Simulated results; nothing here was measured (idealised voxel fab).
You're looking at the process module voxel transistor to metal.
cross-section cut | 190 nm wide | cells 5 nm
Throughout this document, each cross-section is represented as a grid of square cells and is presented as a sequence of bands enumerated from the top downward, where a band comprises one or more rows of cells.
Band: top height; bottom height; in nm. Then, left to right: material with width in nm, for each material. "throughout": a single material spanning edge to edge. "empty": empty space.
Convention: height 0 is the level below which the wafer, as received, is all one material. The lowest band does not terminate at the bottom but continues downward, represented as "0..down".
The width entry "30->40" should be interpreted row by row: the top row of cells in the band takes the first number, the bottom row takes the second number, and the change between adjacent rows is uniform throughout.
Key: "left unchanged" - step with no changed cell in the cross-section.
"Unvented internal voids" - sealed voids, min. 8 cells, no opening to top; format: width x height at distance (distance from left edge; nm throughout).
Whatever follows a step's settings on its line is a remark the simulator itself makes about that step.
"overlay nm" on a masked step: distance the mask lay right of its planned place, negative for left.

Steps planned for the process:
1: RECEIVE (material Si)
2: OXIDIZE (depth nm 5)
3: CONFORMAL_DEP (material SiN; thk nm 10)
4: MASKED_ETCH (tone cover; mask id ACTIVE; width nm 125; etch materials SiN; depth nm 10; overlay nm 0)
5: MASKED_ETCH (tone cover; mask id ACTIVE; width nm 125; etch materials SiO2; depth nm 5; overlay nm 0)
6: MASKED_ETCH (tone cover; mask id ACTIVE; width nm 125; etch materials Si; depth nm 20; overlay nm 0)
7: OXIDIZE (depth nm 5)
8: FILL_DEP (material SiO2; thk nm 5)
9: CMP (height nm 10)
10: SELECTIVE_ETCH (etch materials SiO2; depth nm 5)
11: STRIP (etch materials SiN)
12: SELECTIVE_ETCH (etch materials SiO2; depth nm 5)
13: OXIDIZE (depth nm 5)
14: DIRECTIONAL_DEP (material polySi; thk nm 30)
15: DIRECTIONAL_DEP (material SiCN; thk nm 10)
16: MASKED_ETCH (tone cover; mask id GATE; width nm 35; etch materials SiCN; depth nm 20; overlay nm 0)
17: MASKED_ETCH (tone cover; mask id GATE; width nm 35; etch materials polySi; depth nm 40; overlay nm 0)
18: CONFORMAL_DEP (material SiN; thk nm 5)
19: DIRECTIONAL_ETCH (etch materials SiN; depth nm 5)
20: DIRECTIONAL_ETCH (etch materials SiO2; depth nm 5)
21: EPI (material pSi; thk nm 5)
22: FILL_DEP (material SiO2; thk nm 10)
23: CMP (height nm 25)
24: STRIP (etch materials polySi)
25: SELECTIVE_ETCH (etch materials SiO2; depth nm 5)
26: CONFORMAL_DEP (material HfO2; thk nm 5)
27: CONFORMAL_DEP (material TiN; thk nm 5)
28: FILL_DEP (material W; thk nm 5)
29: CMP (height nm 20)
30: DIRECTIONAL_DEP (material SiO2; thk nm 10)
31: MASKED_ETCH (tone open; mask id CONTACT; width nm 20; pitch nm 85; etch materials SiO2; depth nm 35; overlay nm 0)
32: CONFORMAL_DEP (material TiN; thk nm 5)
33: FILL_DEP (material Ru; thk nm 5)
34: CMP (height nm 30)
35: CONFORMAL_DEP (material SiCN; thk nm 5)
36: DIRECTIONAL_DEP (material SiO2; thk nm 25)
37: PATTERN (tone open; mask id METAL_1; material resist; width nm 20; pitch nm 85; thk nm 15; overlay nm 0)
38: DIRECTIONAL_ETCH (etch materials SiO2; depth nm 25)
39: DIRECTIONAL_ETCH (etch materials SiCN; depth nm 5)
40: STRIP (etch materials resist)
41: CONFORMAL_DEP (material TiN; thk nm 5)
42: FILL_DEP (material Cu; thk nm 5)
43: CMP (height nm 60)
44: EPI (material Ru; thk nm 5)
45: FILL_DEP (material SiCN; thk nm 5)
46: DIRECTIONAL_DEP (material lowk; thk nm 30)
47: PATTERN (tone open; mask id METAL_2_HOLES; material resist; width nm 15; pitch nm 85; thk nm 15; overlay nm 0)
48: DIRECTIONAL_ETCH (etch materials lowk; depth nm 30)
49: STRIP (etch materials resist)
50: PATTERN (tone open; mask id METAL_2; material resist; width nm 20; pitch nm 85; thk nm 15; overlay nm 0)
51: DIRECTIONAL_ETCH (etch materials lowk; depth nm 20)
52: DIRECTIONAL_ETCH (etch materials SiCN; depth nm 5)
53: STRIP (etch materials resist)
54: CONFORMAL_DEP (material TiN; thk nm 5)
55: FILL_DEP (material Cu; thk nm 5)
56: CMP (height nm 100)
57: CONFORMAL_DEP (material SiN; thk nm 5)

Here's what the wafer looked like in cross-section when it arrived - that's after step 1:
- 0..down | Si throughout
- Unvented internal voids: none

Final cross-section, module run with one mistake (start and plan as above):
- 105..100 | SiN throughout
- 100..85 | lowk: 40 / TiN: 5 / Cu: 10 / TiN: 5 / lowk: 65 / TiN: 5 / Cu: 10 / TiN: 5 / lowk: 45
- 85..80 | lowk: 40 / TiN: 5 / Cu: 5 / TiN: 10 / lowk: 65 / TiN: 5 / Cu: 5 / TiN: 10 / lowk: 45
- 80..70 | lowk: 40 / TiN: 5 / Cu: 5 / TiN: 5 / lowk: 70 / TiN: 5 / Cu: 5 / TiN: 5 / lowk: 50
- 70..65 | SiCN: 40 / TiN: 15 / SiCN: 70 / TiN: 15 / SiCN: 50
- 65..60 | SiCN: 35 / Ru: 30 / SiCN: 55 / Ru: 30 / SiCN: 40
- 60..35 | SiO2: 40 / TiN: 5 / Cu: 10 / TiN: 5 / SiO2: 65 / TiN: 5 / Cu: 10 / TiN: 5 / SiO2: 45
- 35..30 | SiCN: 40 / TiN: 20 / SiCN: 65 / TiN: 20 / SiCN: 45
- 30..20 | SiO2: 35 / TiN: 5 / Ru: 10 / TiN: 5 / SiO2: 65 / TiN: 5 / Ru: 10 / TiN: 5 / SiO2: 50
- 20..0 | SiO2: 35 / TiN: 5 / Ru: 10 / TiN: 5 / SiO2: 15 / SiN: 5 / HfO2: 5 / TiN: 5 / W: 15 / TiN: 5 / HfO2: 5 / SiN: 5 / SiO2: 5 / TiN: 5 / Ru: 10 / TiN: 5 / SiO2: 50
- 0..-5 | SiO2: 25 / SiN: 5 / SiO2: 5 / TiN: 20 / SiO2: 15 / SiN: 5 / HfO2: 5 / TiN: 25 / HfO2: 5 / SiN: 5 / SiO2: 5 / TiN: 20 / SiO2: 15 / SiN: 5 / SiO2: 30
- -5..-10 | SiO2: 30 / pSi: 40 / HfO2: 45 / pSi: 40 / SiO2: 35
- -10..-30 | SiO2: 35 / Si: 115 / SiO2: 40
- -30..down | Si throughout
- Unvented internal voids: none
Heads up, the wafer didn't run the way we planned it: heads up, step 31 didn't go per plan, it actually ran as MASKED_ETCH (tone open; mask id CONTACT; width nm 20; pitch nm 85; etch materials SiO2; depth nm 35; overlay nm -5)
